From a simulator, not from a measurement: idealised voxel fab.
This section sets out a process module, namely voxel lift off.
Pictured: cross-section cut, 295 nm wide, on a grid of 5 nm square cells.
Cross-section layout: square cells on a grid; listed as bands, top to bottom; a band spans one or more cell rows.
Read a band's entry like this: the first values are the height of its top and the height of its bottom in nm, and what follows is the sequence of materials from left to right, each with its width in nm. Note that "air" is empty space, and that a single material marked "throughout" reaches across the band from edge to edge.
We count height from 0. Below that, the starting wafer is all one material. The lowest band never ends at the bottom but goes on down; see "0 down" for how that is written.
The two numbers in a width such as "30 to 40" mark its ends across the band: the first belongs to the top row of cells, the second to the bottom row, and from each row to the next the width moves by the same amount.
Any step labelled "no change occurred" changed none of the cells in the cross-section.
Heads up: "Closed void listing" only lists the empty pockets with no open path to the top that are 8 cells or more, and it writes them as width x height at distance, distance from the left edge, in nm.
If you see something after the settings on a step's line, that's the simulator's own remark about that step.
"overlay nm" denotes, for a step that has a mask, the displacement of the mask to the right of its planned place, with negative values corresponding to the left.
# Process steps - plan
1 RECEIVE [material Si]
2 CONFORMAL_DEP [material SiO2] [thk nm 15]
3 PATTERN [tone open] [mask id LINES] [material resist] [width nm 15] [pitch nm 35] [thk nm 25] [overlay nm 0]
4 DIRECTIONAL_DEP [material Ru] [thk nm 15]
5 STRIP [etch materials resist]
6 CONFORMAL_DEP [material SiN] [thk nm 5]
# First wafer, two in total, run as planned
# Cross-section of the wafer at receipt, which is the condition after step 1
    0 down = Si throughout
    Closed void listing: none
# The following cross-section depicts the wafer upon completion of step 2
    15 to 0 = SiO2 throughout
    Anything lower than 0 is untouched.
# The following cross-section depicts the wafer upon completion of step 3
    40 to 15 = resist: 85 | air: 15 | resist: 20 | air: 15 | resist: 20 | air: 15 | resist: 20 | air: 15 | resist: 90
    Anything lower than 15 is untouched.
# The following cross-section depicts the wafer upon completion of step 4
    55 to 40 = Ru: 85 | air: 15 | Ru: 20 | air: 15 | Ru: 20 | air: 15 | Ru: 20 | air: 15 | Ru: 90
    40 to 30 = resist: 85 | air: 15 | resist: 20 | air: 15 | resist: 20 | air: 15 | resist: 20 | air: 15 | resist: 90
    30 to 15 = resist: 85 | Ru: 15 | resist: 20 | Ru: 15 | resist: 20 | Ru: 15 | resist: 20 | Ru: 15 | resist: 90
    Anything lower than 15 is untouched.
# The following cross-section depicts the wafer upon completion of step 5
    30 to 15 = air: 85 | Ru: 15 | air: 20 | Ru: 15 | air: 20 | Ru: 15 | air: 20 | Ru: 15 | air: 90
    Anything lower than 15 is untouched.
# The following cross-section depicts the wafer upon completion of step 6
    35 to 30 = air: 80 | SiN: 25 | air: 10 | SiN: 25 | air: 10 | SiN: 25 | air: 10 | SiN: 25 | air: 85
    30 to 20 = air: 80 | SiN: 5 | Ru: 15 | SiN: 5 | air: 10 | SiN: 5 | Ru: 15 | SiN: 5 | air: 10 | SiN: 5 | Ru: 15 | SiN: 5 | air: 10 | SiN: 5 | Ru: 15 | SiN: 5 | air: 85
    20 to 15 = SiN: 85 | Ru: 15 | SiN: 20 | Ru: 15 | SiN: 20 | Ru: 15 | SiN: 20 | Ru: 15 | SiN: 90
    Anything lower than 15 is untouched.
# Second wafer, same starting state and plan as the first, one mistake in the run, identical through step 5
# Cross-section, second wafer, at the end time the plan gives for step 6
    35 to 30 = air: 80 | SiO2: 25 | air: 10 | SiO2: 25 | air: 10 | SiO2: 25 | air: 10 | SiO2: 25 | air: 85
    30 to 20 = air: 80 | SiO2: 5 | Ru: 15 | SiO2: 5 | air: 10 | SiO2: 5 | Ru: 15 | SiO2: 5 | air: 10 | SiO2: 5 | Ru: 15 | SiO2: 5 | air: 10 | SiO2: 5 | Ru: 15 | SiO2: 5 | air: 85
    20 to 15 = SiO2: 85 | Ru: 15 | SiO2: 20 | Ru: 15 | SiO2: 20 | Ru: 15 | SiO2: 20 | Ru: 15 | SiO2: 90
    Anything lower than 15 is untouched.
What went wrong in running the wafer? the process deviated at step 6: the operation and settings actually run there were CONFORMAL_DEP [material SiO2] [thk nm 5]
Final wafer comparison in cells, second versus first, more or fewer per material: -83 SiN; +83 SiO2
